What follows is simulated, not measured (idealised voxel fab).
Module name: voxel spacer lines (process module)
Displayed cross-section: cut, width of 295 nm, square cells sized 5 nm.
A cross-section in this document is a grid of square cells, and it is written down as bands, the top band listed before the ones below it; a band is made up of one or more rows of cells. What a band's entry tells you: where the top is and where the bottom is, as heights in nm, and after that what lies inside, material by material from left to right, each with its width in nm. Empty space is written as the word "empty", and a single material marked with the word "everywhere" occupies the band from edge to edge. Height datum 0, below which the as-received substrate wafer is one material. Lowest band open at the bottom, running downward: "z 0 and below". You'd read "30->40" like this: the band's top row of cells is as wide as the first number, its bottom row is as wide as the second, and going down, every row changes width by the same amount as the row before did. You'll sometimes find "remains unaltered" written for a step, and that's the way of saying that nowhere in the cross-section did a cell change during that step. Heads up: "Closed internal voids" only lists the empty pockets with no open path to the top that are 8 cells or more, and it writes them as width x height at distance, distance from the left edge, in nm. The remark found on a step's line after its settings is issued by the simulator itself and pertains to that step. overlay nm: how far to the right of its planned place the mask lay on this masked step (negative: to the left).

# These are the steps we planned for the process
- 1: RECEIVE with material Si
- 2: CONFORMAL_DEP with material SiO2, thk nm 5
- 3: DIRECTIONAL_DEP with material W, thk nm 15
- 4: DIRECTIONAL_DEP with material polySi, thk nm 20
- 5: PATTERN with tone cover, mask id MANDREL, material resist, width nm 15, pitch nm 60, thk nm 25, overlay nm 0
- 6: DIRECTIONAL_ETCH with etch materials polySi, depth nm 20
- 7: STRIP with etch materials resist
- 8: CONFORMAL_DEP with material SiN, thk nm 15
- 9: DIRECTIONAL_ETCH with etch materials SiN, depth nm 15
- 10: STRIP with etch materials polySi
- 11: DIRECTIONAL_ETCH with etch materials W, depth nm 15
- 12: STRIP with etch materials SiN

# First out of two wafers; run went to plan

# This is the cross-section of the wafer as we received it, i.e. after step 1
> z 0 and below = Si everywhere
> Closed internal voids: none

# How the wafer stands in section after step 2
> z 5 to 0 = SiO2 everywhere
> Heights below 0 show no change.

# How the wafer stands in section after step 3
> z 20 to 5 = W everywhere
> Heights below 5 show no change.

# How the wafer stands in section after step 4
> z 40 to 20 = polySi everywhere
> Heights below 20 show no change.

# How the wafer stands in section after step 5
> z 65 to 40 = empty 80 | resist 15 | empty 45 | resist 15 | empty 45 | resist 15 | empty 80
> Heights below 40 show no change.

# How the wafer stands in section after step 6
> z 65 to 40 = empty 80 | resist 15 | empty 45 | resist 15 | empty 45 | resist 15 | empty 80
> z 40 to 20 = empty 80 | polySi 15 | empty 45 | polySi 15 | empty 45 | polySi 15 | empty 80
> Heights below 20 show no change.

# How the wafer stands in section after step 7
> z 40 to 20 = empty 80 | polySi 15 | empty 45 | polySi 15 | empty 45 | polySi 15 | empty 80
> Heights below 20 show no change.

# How the wafer stands in section after step 8
> z 55 to 40 = empty 65 | SiN 45 | empty 15 | SiN 45 | empty 15 | SiN 45 | empty 65
> z 40 to 35 = empty 65 | SiN 15 | polySi 15 | SiN 15 | empty 15 | SiN 15 | polySi 15 | SiN 15 | empty 15 | SiN 15 | polySi 15 | SiN 15 | empty 65
> z 35 to 20 = SiN 80 | polySi 15 | SiN 45 | polySi 15 | SiN 45 | polySi 15 | SiN 80
> Heights below 20 show no change.

# How the wafer stands in section after step 9
> z 40 to 20 = empty 65 | SiN 15 | polySi 15 | SiN 15 | empty 15 | SiN 15 | polySi 15 | SiN 15 | empty 15 | SiN 15 | polySi 15 | SiN 15 | empty 65
> Heights below 20 show no change.

# How the wafer stands in section after step 10
> z 40 to 20 = empty 65 | SiN 15 | empty 15 | SiN 15 | empty 15 | SiN 15 | empty 15 | SiN 15 | empty 15 | SiN 15 | empty 15 | SiN 15 | empty 65
> Heights below 20 show no change.

# How the wafer stands in section after step 11
> z 40 to 20 = empty 65 | SiN 15 | empty 15 | SiN 15 | empty 15 | SiN 15 | empty 15 | SiN 15 | empty 15 | SiN 15 | empty 15 | SiN 15 | empty 65
> z 20 to 5 = empty 65 | W 15 | empty 15 | W 15 | empty 15 | W 15 | empty 15 | W 15 | empty 15 | W 15 | empty 15 | W 15 | empty 65
> Heights below 5 show no change.

# How the wafer stands in section after step 12
> z 20 to 5 = empty 65 | W 15 | empty 15 | W 15 | empty 15 | W 15 | empty 15 | W 15 | empty 15 | W 15 | empty 15 | W 15 | empty 65
> Heights below 5 show no change.

# Wafer two. Same start, same plan, one slip in execution. Same as wafer one through step 2, inclusive

# Second wafer, cross-section, planned end of step 3
> z 35 to 5 = W everywhere
> Heights below 5 show no change.

# Second wafer, cross-section, planned end of step 4
> z 55 to 35 = polySi everywhere
> Heights below 35 show no change.

# Second wafer, cross-section, planned end of step 5
> z 80 to 55 = empty 80 | resist 15 | empty 45 | resist 15 | empty 45 | resist 15 | empty 80
> Heights below 55 show no change.

# Second wafer, cross-section, planned end of step 6
> z 80 to 55 = empty 80 | resist 15 | empty 45 | resist 15 | empty 45 | resist 15 | empty 80
> z 55 to 35 = empty 80 | polySi 15 | empty 45 | polySi 15 | empty 45 | polySi 15 | empty 80
> Heights below 35 show no change.

# Second wafer, cross-section, planned end of step 7
> z 55 to 35 = empty 80 | polySi 15 | empty 45 | polySi 15 | empty 45 | polySi 15 | empty 80
> Heights below 35 show no change.

# Second wafer, cross-section, planned end of step 8
> z 70 to 55 = empty 65 | SiN 45 | empty 15 | SiN 45 | empty 15 | SiN 45 | empty 65
> z 55 to 50 = empty 65 | SiN 15 | polySi 15 | SiN 15 | empty 15 | SiN 15 | polySi 15 | SiN 15 | empty 15 | SiN 15 | polySi 15 | SiN 15 | empty 65
> z 50 to 35 = SiN 80 | polySi 15 | SiN 45 | polySi 15 | SiN 45 | polySi 15 | SiN 80
> Heights below 35 show no change.

# Second wafer, cross-section, planned end of step 9
> z 55 to 35 = empty 65 | SiN 15 | polySi 15 | SiN 15 | empty 15 | SiN 15 | polySi 15 | SiN 15 | empty 15 | SiN 15 | polySi 15 | SiN 15 | empty 65
> Heights below 35 show no change.

# Second wafer, cross-section, planned end of step 10
> z 55 to 35 = empty 65 | SiN 15 | empty 15 | SiN 15 | empty 15 | SiN 15 | empty 15 | SiN 15 | empty 15 | SiN 15 | empty 15 | SiN 15 | empty 65
> Heights below 35 show no change.

# Second wafer, cross-section, planned end of step 11
> z 55 to 35 = empty 65 | SiN 15 | empty 15 | SiN 15 | empty 15 | SiN 15 | empty 15 | SiN 15 | empty 15 | SiN 15 | empty 15 | SiN 15 | empty 65
> z 35 to 20 = empty 65 | W 15 | empty 15 | W 15 | empty 15 | W 15 | empty 15 | W 15 | empty 15 | W 15 | empty 15 | W 15 | empty 65
> Heights below 20 show no change.

# Second wafer, cross-section, planned end of step 12
> z 35 to 20 = empty 65 | W 15 | empty 15 | W 15 | empty 15 | W 15 | empty 15 | W 15 | empty 15 | W 15 | empty 15 | W 15 | empty 65
> Heights below 20 show no change.
What went wrong in running the wafer? step 3, plan: ran twice
Looking at both finished wafers in cells, the second ends up ahead of or behind the first on some materials: 177 more of W
